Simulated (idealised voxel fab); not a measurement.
The process module that follows is named voxel capacitor over wiring.
Xsec cut, 155 nm wide, square cell size 5 nm.
For the purposes of this document, a cross-section shall be understood as a grid of square cells, specified as bands listed in top-to-bottom order, each band consisting of one or more rows of cells. Per band: top height and bottom height in nm, followed by the left-to-right materials and their widths in nm; "all across" marks a single material spanning edge to edge, "blank" marks empty space. Height 0 is the level under which the wafer as received is all one material. The lowest band goes on downwards, as in "0 -> down". Read "30..40" as a graded width: first number on top, second number at the bottom, same change between each pair of neighbouring rows. Any step labelled "nothing different" changed none of the cells in the cross-section. "Sealed void list": empty spaces of 8 cells or more with no open way to the top, each given as width x height at distance, distance from the left edge, all in nm. It should be noted that, on the line of a given step, the content following the step's settings is a remark produced by the simulator itself with respect to that step. overlay nm: mask offset rightward from planned place, masked step; negative means leftward offset.
So here's the lineup of process steps we planned:
1) RECEIVE: material Si
2) CONFORMAL_DEP: material SiO2, thk nm 10
3) CONFORMAL_DEP: material SiCN, thk nm 5
4) DIRECTIONAL_DEP: material SiO2, thk nm 25
5) MASKED_ETCH: tone open, mask id METAL_1, width nm 25, pitch nm 95, etch materials SiO2, depth nm 25, overlay nm 0
6) MASKED_ETCH: tone open, mask id METAL_1, width nm 25, pitch nm 95, etch materials SiCN, depth nm 5, overlay nm 0
7) CONFORMAL_DEP: material TiN, thk nm 5
8) FILL_DEP: material Cu, thk nm 5
9) CMP: height nm 40
10) EPI: material Ru, thk nm 5
11) FILL_DEP: material SiCN, thk nm 5
12) DIRECTIONAL_DEP: material SiO2, thk nm 20
13) MASKED_ETCH: tone open, mask id PLUG_1, width nm 15, etch materials SiO2, depth nm 20, overlay nm 0
14) MASKED_ETCH: tone open, mask id PLUG_1, width nm 15, etch materials SiCN, depth nm 5, overlay nm 0
15) CONFORMAL_DEP: material TiN, thk nm 5
16) FILL_DEP: material Ru, thk nm 10
17) CMP: height nm 70
18) DIRECTIONAL_DEP: material TiN, thk nm 5
19) DIRECTIONAL_DEP: material SiN, thk nm 5
20) DIRECTIONAL_DEP: material TiN, thk nm 5
21) DIRECTIONAL_DEP: material aC, thk nm 15
22) PATTERN: tone cover, mask id UPPER_PLATE, material resist, width nm 75, thk nm 35, overlay nm 0
23) DIRECTIONAL_ETCH: etch materials aC, depth nm 15
24) STRIP: etch materials resist
25) DIRECTIONAL_ETCH: etch materials TiN, depth nm 5
26) DIRECTIONAL_ETCH: etch materials SiN, depth nm 5
27) STRIP: etch materials aC
28) MASKED_ETCH: tone cover, mask id LOWER_PLATE, width nm 85, etch materials TiN, depth nm 5, overlay nm 0
29) FILL_DEP: material SiO2, thk nm 20
30) CMP: height nm 100
31) MASKED_ETCH: tone open, mask id PLUG_2, width nm 15, etch materials SiO2, depth nm 15, overlay nm 0
32) CONFORMAL_DEP: material TiN, thk nm 5
33) FILL_DEP: material Cu, thk nm 5
34) CMP: height nm 100
35) CONFORMAL_DEP: material SiCN, thk nm 5
Cross-section of the wafer upon arrival, representing the state reached after step 1:
> 0 -> down | Si all across
> Sealed void list: none
Figure: cross-sectional view of the wafer upon completion of the module, processed from the initial state and according to the plan depicted above, with one error introduced during execution:
> 105 -> 100 | SiCN all across
> 100 -> 95 | 25 nm SiO2, then 75 nm TiN, then 55 nm SiO2
> 95 -> 90 | 25 nm SiO2, then 75 nm SiN, then 55 nm SiO2
> 90 -> 85 | 20 nm SiO2, then 85 nm TiN, then 50 nm SiO2
> 85 -> 75 | Ru all across
> 75 -> 70 | 30 nm TiN, then 5 nm Ru, then 120 nm TiN
> 70 -> 50 | 25 nm SiO2, then 5 nm TiN, then 5 nm Ru, then 5 nm TiN, then 115 nm SiO2
> 50 -> 45 | 25 nm SiCN, then 15 nm TiN, then 115 nm SiCN
> 45 -> 40 | 10 nm SiCN, then 35 nm Ru, then 60 nm SiCN, then 35 nm Ru, then 15 nm SiCN
> 40 -> 15 | 15 nm SiO2, then 5 nm TiN, then 15 nm Cu, then 5 nm TiN, then 70 nm SiO2, then 5 nm TiN, then 15 nm Cu, then 5 nm TiN, then 20 nm SiO2
> 15 -> 10 | 15 nm SiCN, then 25 nm TiN, then 70 nm SiCN, then 25 nm TiN, then 20 nm SiCN
> 10 -> 0 | SiO2 all across
> 0 -> down | Si all across
> Sealed void list: none
In executing the process, a mistake was made relative to the plan: no execution of plan step 17; skipped
